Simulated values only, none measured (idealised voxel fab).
Presented below is a process module, voxel spacer lines.
Cross-section cut: width 175 nm, square cells of 5 nm.
Heads up, the way a cross-section reads in here is a grid of square cells, handed over as bands from the top down, with every band being one or more rows of cells. Heights first: top, then bottom, in nm. Then materials, left to right, each with a width in nm. "all across" on a single material: fills the band edge to edge. "blank": empty space. Note: height 0 marks the level under which the wafer is uniformly one material as received. Lowest band unbounded below, written "top 0, no bottom". With a width like "30..40", each row of cells in the band differs from the next by the same amount, the top row carrying the first number and the bottom row the second. Take "nothing was modified" at face value: in the step it is given for, the cross-section changed in none of its cells. The label "Closed void register" introduces a list of the empty spaces, 8 cells or larger, that have no open way up to the top; each entry in it reads width x height at distance, where the distance is taken from the left edge and all three are stated in nm. If you see something after the settings on a step's line, that's the simulator's own remark about that step. overlay nm: on a step with a mask, how far right of its planned place the mask lay; negative means left.
The process steps that were planned are listed below
1. RECEIVE (material Si)
2. CONFORMAL_DEP (material Al2O3; thk nm 10)
3. DIRECTIONAL_DEP (material polySi; thk nm 20)
4. DIRECTIONAL_DEP (material aC; thk nm 30)
5. PATTERN (tone cover; mask id MANDREL; material resist; width nm 20; pitch nm 60; thk nm 40; overlay nm 0)
6. DIRECTIONAL_ETCH (etch materials aC; depth nm 30)
7. STRIP (etch materials resist)
8. CONFORMAL_DEP (material SiN; thk nm 10)
9. DIRECTIONAL_ETCH (etch materials SiN; depth nm 10)
10. STRIP (etch materials aC)
11. DIRECTIONAL_ETCH (etch materials polySi; depth nm 20)
12. STRIP (etch materials SiN)
13. FILL_DEP (material SiO2; thk nm 5)
14. CMP (height nm 30)
The first wafer of two, processed as planned
Cross-section, incoming material, after step 1
* top 0, no bottom: Si all across
* Closed void register: none
After step 2, in cross-section
* top 10, bottom 0: Al2O3 all across
* For the remainder of the cross-section, below 0, there is no change.
After step 3, in cross-section
* top 30, bottom 10: polySi all across
* For the remainder of the cross-section, below 10, there is no change.
After step 4, in cross-section
* top 60, bottom 30: aC all across
* For the remainder of the cross-section, below 30, there is no change.
After step 5, in cross-section
* top 100, bottom 60: 45 nm blank, then 20 nm resist, then 40 nm blank, then 20 nm resist, then 50 nm blank
* For the remainder of the cross-section, below 60, there is no change.
After step 6, in cross-section
* top 70, bottom 60: 45 nm blank, then 20 nm resist, then 40 nm blank, then 20 nm resist, then 50 nm blank
* top 60, bottom 30: 45 nm blank, then 20 nm aC, then 40 nm blank, then 20 nm aC, then 50 nm blank
* For the remainder of the cross-section, below 30, there is no change.
After step 7, in cross-section
* top 60, bottom 30: 45 nm blank, then 20 nm aC, then 40 nm blank, then 20 nm aC, then 50 nm blank
* For the remainder of the cross-section, below 30, there is no change.
After step 8, in cross-section
* top 70, bottom 60: 35 nm blank, then 40 nm SiN, then 20 nm blank, then 40 nm SiN, then 40 nm blank
* top 60, bottom 40: 35 nm blank, then 10 nm SiN, then 20 nm aC, then 10 nm SiN, then 20 nm blank, then 10 nm SiN, then 20 nm aC, then 10 nm SiN, then 40 nm blank
* top 40, bottom 30: 45 nm SiN, then 20 nm aC, then 40 nm SiN, then 20 nm aC, then 50 nm SiN
* For the remainder of the cross-section, below 30, there is no change.
After step 9, in cross-section
* top 60, bottom 30: 35 nm blank, then 10 nm SiN, then 20 nm aC, then 10 nm SiN, then 20 nm blank, then 10 nm SiN, then 20 nm aC, then 10 nm SiN, then 40 nm blank
* For the remainder of the cross-section, below 30, there is no change.
After step 10, in cross-section
* top 60, bottom 30: 35 nm blank, then 10 nm SiN, then 20 nm blank, then 10 nm SiN, then 20 nm blank, then 10 nm SiN, then 20 nm blank, then 10 nm SiN, then 40 nm blank
* For the remainder of the cross-section, below 30, there is no change.
After step 11, in cross-section
* top 60, bottom 30: 35 nm blank, then 10 nm SiN, then 20 nm blank, then 10 nm SiN, then 20 nm blank, then 10 nm SiN, then 20 nm blank, then 10 nm SiN, then 40 nm blank
* top 30, bottom 10: 35 nm blank, then 10 nm polySi, then 20 nm blank, then 10 nm polySi, then 20 nm blank, then 10 nm polySi, then 20 nm blank, then 10 nm polySi, then 40 nm blank
* For the remainder of the cross-section, below 10, there is no change.
After step 12, in cross-section
* top 30, bottom 10: 35 nm blank, then 10 nm polySi, then 20 nm blank, then 10 nm polySi, then 20 nm blank, then 10 nm polySi, then 20 nm blank, then 10 nm polySi, then 40 nm blank
* For the remainder of the cross-section, below 10, there is no change.
After step 13, in cross-section
* top 35, bottom 30: SiO2 all across
* top 30, bottom 10: 35 nm SiO2, then 10 nm polySi, then 20 nm SiO2, then 10 nm polySi, then 20 nm SiO2, then 10 nm polySi, then 20 nm SiO2, then 10 nm polySi, then 40 nm SiO2
* For the remainder of the cross-section, below 10, there is no change.
After step 14, in cross-section
* top 30, bottom 10: 35 nm SiO2, then 10 nm polySi, then 20 nm SiO2, then 10 nm polySi, then 20 nm SiO2, then 10 nm polySi, then 20 nm SiO2, then 10 nm polySi, then 40 nm SiO2
* For the remainder of the cross-section, below 10, there is no change.
Second wafer, same starting conditions and recipe as the first, one mistake in executing it, nothing differs from the first up to and including step 1
Second wafer, sectioned view, at step 2's planned end time
* top 20, bottom 0: polySi all across
* For the remainder of the cross-section, below 0, there is no change.
Second wafer, sectioned view, at step 3's planned end time
* top 30, bottom 20: Al2O3 all across
* For the remainder of the cross-section, below 20, there is no change.
Second wafer, sectioned view, at step 4's planned end time
* top 60, bottom 30: aC all across
* For the remainder of the cross-section, below 30, there is no change.
Second wafer, sectioned view, at step 5's planned end time
* top 100, bottom 60: 45 nm blank, then 20 nm resist, then 40 nm blank, then 20 nm resist, then 50 nm blank
* For the remainder of the cross-section, below 60, there is no change.
Second wafer, sectioned view, at step 6's planned end time
* top 70, bottom 60: 45 nm blank, then 20 nm resist, then 40 nm blank, then 20 nm resist, then 50 nm blank
* top 60, bottom 30: 45 nm blank, then 20 nm aC, then 40 nm blank, then 20 nm aC, then 50 nm blank
* For the remainder of the cross-section, below 30, there is no change.
Second wafer, sectioned view, at step 7's planned end time
* top 60, bottom 30: 45 nm blank, then 20 nm aC, then 40 nm blank, then 20 nm aC, then 50 nm blank
* For the remainder of the cross-section, below 30, there is no change.
Second wafer, sectioned view, at step 8's planned end time
* top 70, bottom 60: 35 nm blank, then 40 nm SiN, then 20 nm blank, then 40 nm SiN, then 40 nm blank
* top 60, bottom 40: 35 nm blank, then 10 nm SiN, then 20 nm aC, then 10 nm SiN, then 20 nm blank, then 10 nm SiN, then 20 nm aC, then 10 nm SiN, then 40 nm blank
* top 40, bottom 30: 45 nm SiN, then 20 nm aC, then 40 nm SiN, then 20 nm aC, then 50 nm SiN
* For the remainder of the cross-section, below 30, there is no change.
Second wafer, sectioned view, at step 9's planned end time
* top 60, bottom 30: 35 nm blank, then 10 nm SiN, then 20 nm aC, then 10 nm SiN, then 20 nm blank, then 10 nm SiN, then 20 nm aC, then 10 nm SiN, then 40 nm blank
* For the remainder of the cross-section, below 30, there is no change.
Second wafer, sectioned view, at step 10's planned end time
* top 60, bottom 30: 35 nm blank, then 10 nm SiN, then 20 nm blank, then 10 nm SiN, then 20 nm blank, then 10 nm SiN, then 20 nm blank, then 10 nm SiN, then 40 nm blank
* For the remainder of the cross-section, below 30, there is no change.
Second wafer, sectioned view, at step 11's planned end time: nothing was modified
Second wafer, sectioned view, at step 12's planned end time
* top 30, bottom 20: Al2O3 all across
* For the remainder of the cross-section, below 20, there is no change.
Second wafer, sectioned view, at step 13's planned end time
* top 35, bottom 30: SiO2 all across
* For the remainder of the cross-section, below 30, there is no change.
Second wafer, sectioned view, at step 14's planned end time
* top 30, bottom 20: Al2O3 all across
* For the remainder of the cross-section, below 20, there is no change.
What went wrong in running the wafer? plan vs actual: 2 and 3 interchanged
Cell-count delta at end, second wafer over first, by material: SiO2: 108 fewer; polySi: 108 more
